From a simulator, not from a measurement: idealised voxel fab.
process module | voxel capacitor over wiring
cross-section cut | 200 nm wide | cells 5 nm
A cross-section is a grid of square cells, given in bands from the top down. A band is one or more rows of cells.
Each band's line starts with the height of the band's top and of its bottom, in nm. Then come its materials from left to right, each with its width in nm. One material with "throughout" fills the band from edge to edge. "air" is empty space.
Height 0 is the level under which the wafer as received is all one material. The lowest band goes on downwards, as in "0 down".
A width such as "30 to 40" changes by the same amount from each row of cells to the next, from the band's top row to its bottom row.
"no change" after a step means that no cell of the cross-section changed.
closed voids: empty space of 8 cells or more with no open way to the top, each as width x height at its distance from the left edge, in nm
after a step's settings: what the simulator itself notes on the step
overlay nm, on a step with a mask: how far to the right of its planned place the mask lay; to the left if negative
plan
1 op RECEIVE | material Si
2 op CONFORMAL_DEP | material SiO2 | thk nm 10
3 op CONFORMAL_DEP | material SiCN | thk nm 5
4 op DIRECTIONAL_DEP | material SiO2 | thk nm 15
5 op MASKED_ETCH | tone open | mask id METAL_1 | width nm 20 | pitch nm 70 | etch materials SiO2 | depth nm 15 | overlay nm 0
6 op MASKED_ETCH | tone open | mask id METAL_1 | width nm 20 | pitch nm 70 | etch materials SiCN | depth nm 5 | overlay nm 0
7 op CONFORMAL_DEP | material TiN | thk nm 5
8 op FILL_DEP | material W | thk nm 10
9 op CMP | height nm 30
10 op CONFORMAL_DEP | material SiCN | thk nm 5
11 op DIRECTIONAL_DEP | material lowk | thk nm 20
12 op PATTERN | tone open | mask id PLUG_1 | material resist | width nm 15 | thk nm 20 | overlay nm 0
13 op DIRECTIONAL_ETCH | etch materials lowk | depth nm 20
14 op DIRECTIONAL_ETCH | etch materials SiCN | depth nm 5
15 op STRIP | etch materials resist
16 op CONFORMAL_DEP | material TiN | thk nm 5
17 op FILL_DEP | material Cu | thk nm 10
18 op CMP | height nm 55
19 op DIRECTIONAL_DEP | material TiN | thk nm 5
20 op DIRECTIONAL_DEP | material Al2O3 | thk nm 5
21 op DIRECTIONAL_DEP | material TiN | thk nm 10
22 op MASKED_ETCH | tone cover | mask id UPPER_PLATE | width nm 55 | etch materials TiN | depth nm 10 | overlay nm 0
23 op MASKED_ETCH | tone cover | mask id UPPER_PLATE | width nm 55 | etch materials Al2O3 | depth nm 5 | overlay nm 0
24 op MASKED_ETCH | tone cover | mask id LOWER_PLATE | width nm 65 | etch materials TiN | depth nm 5 | overlay nm 0
25 op FILL_DEP | material SiO2 | thk nm 15
26 op CMP | height nm 85
27 op MASKED_ETCH | tone open | mask id PLUG_2 | width nm 15 | etch materials SiO2 | depth nm 10 | overlay nm 0
28 op CONFORMAL_DEP | material TiN | thk nm 5
29 op FILL_DEP | material Cu | thk nm 10
30 op CMP | height nm 85
31 op CONFORMAL_DEP | material SiN | thk nm 5
as received, after step 1
  0 down: Si throughout
  closed voids: none
a wafer at the end: this start, this plan, one mistake
  90 to 85: SiN throughout
  85 to 80: SiO2 70 | TiN 5 | Cu 5 | TiN 5 | SiO2 115
  80 to 75: SiO2 70 | TiN 15 | SiO2 115
  75 to 65: SiO2 60 | TiN 55 | SiO2 85
  65 to 60: SiO2 60 | Al2O3 55 | SiO2 85
  60 to 55: SiCN throughout
  55 to 35: lowk 60 | TiN 5 | Cu 5 | TiN 5 | lowk 125
  35 to 30: SiCN 60 | TiN 15 | SiCN 125
  30 to 15: SiO2 55 | TiN 5 | W 10 | TiN 5 | SiO2 50 | TiN 5 | W 10 | TiN 5 | SiO2 55
  15 to 10: SiCN 55 | TiN 20 | SiCN 50 | TiN 20 | SiCN 55
  10 to 0: SiO2 throughout
  0 down: Si throughout
  closed voids: none
what went wrong: step 19 ran as: op DIRECTIONAL_DEP | material SiCN | thk nm 5
